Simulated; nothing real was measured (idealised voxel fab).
Title: Process Module voxel capacitor over wiring
The cross-section on display is named cut; it measures 295 nm wide, and its cells are 5 nm squares.
A cross-section is a grid of square cells, given in bands from the top down. A band is one or more rows of cells. Band entry format. Leading values: height of top, height of bottom, nm. Remainder: materials in left-to-right order, each with its width in nm. Special words: "all across" on a single material, which then fills the band edge to edge; "blank", empty space. The reference from which all heights are counted is 0, the level beneath which the as-received wafer is entirely one material; the lowest band, having no lower bound, proceeds downward and is written after the example "0 -> down". Width: "30..40" (first number = top row, second number = bottom row, same change from row to row of cells). "no alterations made" means the step left every cell of the cross-section as it was. Any empty space of 8 cells or more lacking an open way to the top shows up in "Sealed-off cavities" as width x height at distance, distance from the left edge, in nm. On a step's line, text after the settings is the simulator commenting on that step. overlay nm: mask offset rightward from planned place, masked step; negative means leftward offset.
Intended process steps:
1. RECEIVE [material Si]
2. CONFORMAL_DEP [material SiO2] [thk nm 15]
3. DIRECTIONAL_DEP [material TiN] [thk nm 5]
4. DIRECTIONAL_DEP [material W] [thk nm 25]
5. MASKED_ETCH [tone cover] [mask id METAL_1] [width nm 25] [pitch nm 90] [etch materials W] [depth nm 25] [overlay nm 0]
6. MASKED_ETCH [tone cover] [mask id METAL_1] [width nm 25] [pitch nm 90] [etch materials TiN] [depth nm 5] [overlay nm 0]
7. FILL_DEP [material SiO2] [thk nm 5]
8. CMP [height nm 45]
9. CONFORMAL_DEP [material SiCN] [thk nm 5]
10. DIRECTIONAL_DEP [material SiO2] [thk nm 10]
11. PATTERN [tone open] [mask id PLUG_1] [material resist] [width nm 15] [thk nm 15] [overlay nm 0]
12. DIRECTIONAL_ETCH [etch materials SiO2] [depth nm 10]
13. DIRECTIONAL_ETCH [etch materials SiCN] [depth nm 5]
14. STRIP [etch materials resist]
15. EPI [material Ru] [thk nm 10]
16. EPI [material Ru] [thk nm 5]
17. DIRECTIONAL_DEP [material TiN] [thk nm 5]
18. DIRECTIONAL_DEP [material Al2O3] [thk nm 5]
19. DIRECTIONAL_DEP [material TiN] [thk nm 10]
20. PATTERN [tone cover] [mask id UPPER_PLATE] [material resist] [width nm 70] [thk nm 15] [overlay nm 0]
21. DIRECTIONAL_ETCH [etch materials TiN] [depth nm 10]
22. DIRECTIONAL_ETCH [etch materials Al2O3] [depth nm 5]
23. STRIP [etch materials resist]
24. MASKED_ETCH [tone cover] [mask id LOWER_PLATE] [width nm 80] [etch materials TiN] [depth nm 5] [overlay nm 0]
25. FILL_DEP [material SiO2] [thk nm 20]
26. CMP [height nm 95]
27. PATTERN [tone open] [mask id PLUG_2] [material resist] [width nm 15] [thk nm 15] [overlay nm 0]
28. DIRECTIONAL_ETCH [etch materials SiO2] [depth nm 15]
29. STRIP [etch materials resist]
30. CONFORMAL_DEP [material TiN] [thk nm 5]
31. FILL_DEP [material Cu] [thk nm 10]
32. CMP [height nm 95]
33. CONFORMAL_DEP [material SiCN] [thk nm 5]
As received (post step 1): cross-section:
    0 -> down = Si all across
    Sealed-off cavities: none
Starting structure and process plan are as shown above, but one mistake was made in running the module; the wafer cross-section at the end of the module follows:
    100 -> 95 = SiCN all across
    95 -> 85 = SiO2 (110); TiN (5); Cu (5); TiN (5); SiO2 (170)
    85 -> 80 = SiO2 (110); TiN (15); SiO2 (170)
    80 -> 70 = SiO2 (100); TiN (70); SiO2 (125)
    70 -> 65 = SiO2 (100); Al2O3 (70); SiO2 (125)
    65 -> 60 = SiO2 (95); TiN (80); SiO2 (120)
    60 -> 50 = SiO2 (100); Ru (15); SiO2 (180)
    50 -> 45 = SiCN (100); Ru (15); SiCN (180)
    45 -> 20 = SiO2 (90); W (25); SiO2 (65); W (25); SiO2 (90)
    20 -> 15 = SiO2 (85); TiN (35); SiO2 (55); TiN (35); SiO2 (85)
    15 -> 0 = SiO2 all across
    0 -> down = Si all across
    Sealed-off cavities: none
Diagnosis: note that step 6 departed from the planned setting and was carried out as MASKED_ETCH [tone cover] [mask id METAL_1] [width nm 35] [pitch nm 90] [etch materials TiN] [depth nm 5] [overlay nm 0]
